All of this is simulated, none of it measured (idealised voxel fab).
A process module follows: voxel fin reveal.
Each square cell in cross-section cut measures 5 nm, and the section as a whole is 235 nm wide.
This document writes a cross-section as a grid whose cells are square, and gives it as bands, listed from the top down; one or more rows of cells form a band.
Top height, bottom height, nm. Materials left to right, width each, nm. Single material + "edge to edge" = fills band edge to edge. "blank" = empty.
Height reference: 0 = level under which incoming wafer is all one material. Lowest band: no bottom, runs on downward, e.g. "0..down".
Width spec "30 to 40" -> top row of cells at first value, bottom row at second value, equal per-row change in between.
Basically "changes: none" means that step didn't change any cell in the cross-section.
Look at "Enclosed void inventory" for the closed voids: empty spaces with no open path to the top, sized 8 cells or up. Each is width x height at distance, distance from the left edge, all nm.
Whatever follows a step's settings on its line is a remark the simulator itself makes about that step.
You can add "overlay nm" to a step's line. For a step with a mask, it describes how far the mask lay to the right of its planned position, and a negative number describes a lay to the left.
These are the steps we planned for the process:
1: RECEIVE,material Si
2: CONFORMAL_DEP,material SiN,thk nm 5
3: PATTERN,tone cover,mask id FINS,material resist,width nm 15,pitch nm 40,thk nm 20,overlay nm 0
4: DIRECTIONAL_ETCH,etch materials SiN,depth nm 5
5: DIRECTIONAL_ETCH,etch materials Si,depth nm 35
6: STRIP,etch materials resist
7: OXIDIZE,depth nm 5
8: FILL_DEP,material SiO2,thk nm 5
9: CMP,height nm 5
10: SELECTIVE_ETCH,etch materials SiO2,depth nm 15
11: STRIP,etch materials SiN
12: CONFORMAL_DEP,material SiO2,thk nm 5
Run as planned: first of two wafers:
Cross-section, incoming material, after step 1:
0..down: Si edge to edge
Enclosed void inventory: none
Cross-section through the wafer, step 2 finished:
5..0: SiN edge to edge
Below 0, no change.
Cross-section through the wafer, step 3 finished:
25..5: blank=50 | resist=15 | blank=25 | resist=15 | blank=25 | resist=15 | blank=25 | resist=15 | blank=50
Below 5, no change.
Cross-section through the wafer, step 4 finished:
25..5: blank=50 | resist=15 | blank=25 | resist=15 | blank=25 | resist=15 | blank=25 | resist=15 | blank=50
5..0: blank=50 | SiN=15 | blank=25 | SiN=15 | blank=25 | SiN=15 | blank=25 | SiN=15 | blank=50
Below 0, no change.
Cross-section through the wafer, step 5 finished:
25..5: blank=50 | resist=15 | blank=25 | resist=15 | blank=25 | resist=15 | blank=25 | resist=15 | blank=50
5..0: blank=50 | SiN=15 | blank=25 | SiN=15 | blank=25 | SiN=15 | blank=25 | SiN=15 | blank=50
0..-35: blank=50 | Si=15 | blank=25 | Si=15 | blank=25 | Si=15 | blank=25 | Si=15 | blank=50
Below -35, no change.
Cross-section through the wafer, step 6 finished:
5..0: blank=50 | SiN=15 | blank=25 | SiN=15 | blank=25 | SiN=15 | blank=25 | SiN=15 | blank=50
Below 0, no change.
Cross-section through the wafer, step 7 finished:
5..0: blank=50 | SiN=15 | blank=25 | SiN=15 | blank=25 | SiN=15 | blank=25 | SiN=15 | blank=50
0..-35: blank=50 | SiO2=5 | Si=5 | SiO2=5 | blank=25 | SiO2=5 | Si=5 | SiO2=5 | blank=25 | SiO2=5 | Si=5 | SiO2=5 | blank=25 | SiO2=5 | Si=5 | SiO2=5 | blank=50
-35..-40: SiO2=55 | Si=5 | SiO2=35 | Si=5 | SiO2=35 | Si=5 | SiO2=35 | Si=5 | SiO2=55
Below -40, no change.
Cross-section through the wafer, step 8 finished:
10..5: SiO2 edge to edge
5..0: SiO2=50 | SiN=15 | SiO2=25 | SiN=15 | SiO2=25 | SiN=15 | SiO2=25 | SiN=15 | SiO2=50
0..-40: SiO2=55 | Si=5 | SiO2=35 | Si=5 | SiO2=35 | Si=5 | SiO2=35 | Si=5 | SiO2=55
Below -40, no change.
Cross-section through the wafer, step 9 finished:
5..0: SiO2=50 | SiN=15 | SiO2=25 | SiN=15 | SiO2=25 | SiN=15 | SiO2=25 | SiN=15 | SiO2=50
Below 0, no change.
Cross-section through the wafer, step 10 finished:
5..0: blank=50 | SiN=15 | blank=25 | SiN=15 | blank=25 | SiN=15 | blank=25 | SiN=15 | blank=50
0..-10: blank=55 | Si=5 | blank=35 | Si=5 | blank=35 | Si=5 | blank=35 | Si=5 | blank=55
Below -10, no change.
Cross-section through the wafer, step 11 finished:
0..-10: blank=55 | Si=5 | blank=35 | Si=5 | blank=35 | Si=5 | blank=35 | Si=5 | blank=55
Below -10, no change.
Cross-section through the wafer, step 12 finished:
5..0: blank=50 | SiO2=15 | blank=25 | SiO2=15 | blank=25 | SiO2=15 | blank=25 | SiO2=15 | blank=50
0..-5: blank=50 | SiO2=5 | Si=5 | SiO2=5 | blank=25 | SiO2=5 | Si=5 | SiO2=5 | blank=25 | SiO2=5 | Si=5 | SiO2=5 | blank=25 | SiO2=5 | Si=5 | SiO2=5 | blank=50
-5..-40: SiO2=55 | Si=5 | SiO2=35 | Si=5 | SiO2=35 | Si=5 | SiO2=35 | Si=5 | SiO2=55
Below -40, no change.
Second Wafer (Identical Start and Plan, One Processing Error; Matches First Wafer Through Step 2):
Second wafer, section view, time point: scheduled end of step 3:
25..5: blank=55 | resist=15 | blank=25 | resist=15 | blank=25 | resist=15 | blank=25 | resist=15 | blank=45
Below 5, no change.
Second wafer, section view, time point: scheduled end of step 4:
25..5: blank=55 | resist=15 | blank=25 | resist=15 | blank=25 | resist=15 | blank=25 | resist=15 | blank=45
5..0: blank=55 | SiN=15 | blank=25 | SiN=15 | blank=25 | SiN=15 | blank=25 | SiN=15 | blank=45
Below 0, no change.
Second wafer, section view, time point: scheduled end of step 5:
25..5: blank=55 | resist=15 | blank=25 | resist=15 | blank=25 | resist=15 | blank=25 | resist=15 | blank=45
5..0: blank=55 | SiN=15 | blank=25 | SiN=15 | blank=25 | SiN=15 | blank=25 | SiN=15 | blank=45
0..-35: blank=55 | Si=15 | blank=25 | Si=15 | blank=25 | Si=15 | blank=25 | Si=15 | blank=45
Below -35, no change.
Second wafer, section view, time point: scheduled end of step 6:
5..0: blank=55 | SiN=15 | blank=25 | SiN=15 | blank=25 | SiN=15 | blank=25 | SiN=15 | blank=45
Below 0, no change.
Second wafer, section view, time point: scheduled end of step 7:
5..0: blank=55 | SiN=15 | blank=25 | SiN=15 | blank=25 | SiN=15 | blank=25 | SiN=15 | blank=45
0..-35: blank=55 | SiO2=5 | Si=5 | SiO2=5 | blank=25 | SiO2=5 | Si=5 | SiO2=5 | blank=25 | SiO2=5 | Si=5 | SiO2=5 | blank=25 | SiO2=5 | Si=5 | SiO2=5 | blank=45
-35..-40: SiO2=60 | Si=5 | SiO2=35 | Si=5 | SiO2=35 | Si=5 | SiO2=35 | Si=5 | SiO2=50
Below -40, no change.
Second wafer, section view, time point: scheduled end of step 8:
10..5: SiO2 edge to edge
5..0: SiO2=55 | SiN=15 | SiO2=25 | SiN=15 | SiO2=25 | SiN=15 | SiO2=25 | SiN=15 | SiO2=45
0..-40: SiO2=60 | Si=5 | SiO2=35 | Si=5 | SiO2=35 | Si=5 | SiO2=35 | Si=5 | SiO2=50
Below -40, no change.
Second wafer, section view, time point: scheduled end of step 9:
5..0: SiO2=55 | SiN=15 | SiO2=25 | SiN=15 | SiO2=25 | SiN=15 | SiO2=25 | SiN=15 | SiO2=45
Below 0, no change.
Second wafer, section view, time point: scheduled end of step 10:
5..0: blank=55 | SiN=15 | blank=25 | SiN=15 | blank=25 | SiN=15 | blank=25 | SiN=15 | blank=45
0..-10: blank=60 | Si=5 | blank=35 | Si=5 | blank=35 | Si=5 | blank=35 | Si=5 | blank=50
Below -10, no change.
Second wafer, section view, time point: scheduled end of step 11:
0..-10: blank=60 | Si=5 | blank=35 | Si=5 | blank=35 | Si=5 | blank=35 | Si=5 | blank=50
Below -10, no change.
Second wafer, section view, time point: scheduled end of step 12:
5..0: blank=55 | SiO2=15 | blank=25 | SiO2=15 | blank=25 | SiO2=15 | blank=25 | SiO2=15 | blank=45
0..-5: blank=55 | SiO2=5 | Si=5 | SiO2=5 | blank=25 | SiO2=5 | Si=5 | SiO2=5 | blank=25 | SiO2=5 | Si=5 | SiO2=5 | blank=25 | SiO2=5 | Si=5 | SiO2=5 | blank=45
-5..-40: SiO2=60 | Si=5 | SiO2=35 | Si=5 | SiO2=35 | Si=5 | SiO2=35 | Si=5 | SiO2=50
Below -40, no change.
Finding, execution versus plan: step 3 was processed under conditions differing from the plan, specifically as PATTERN,tone cover,mask id FINS,material resist,width nm 15,pitch nm 40,thk nm 20,overlay nm 5
Both wafers, final: cells per material equal; arrangement not.
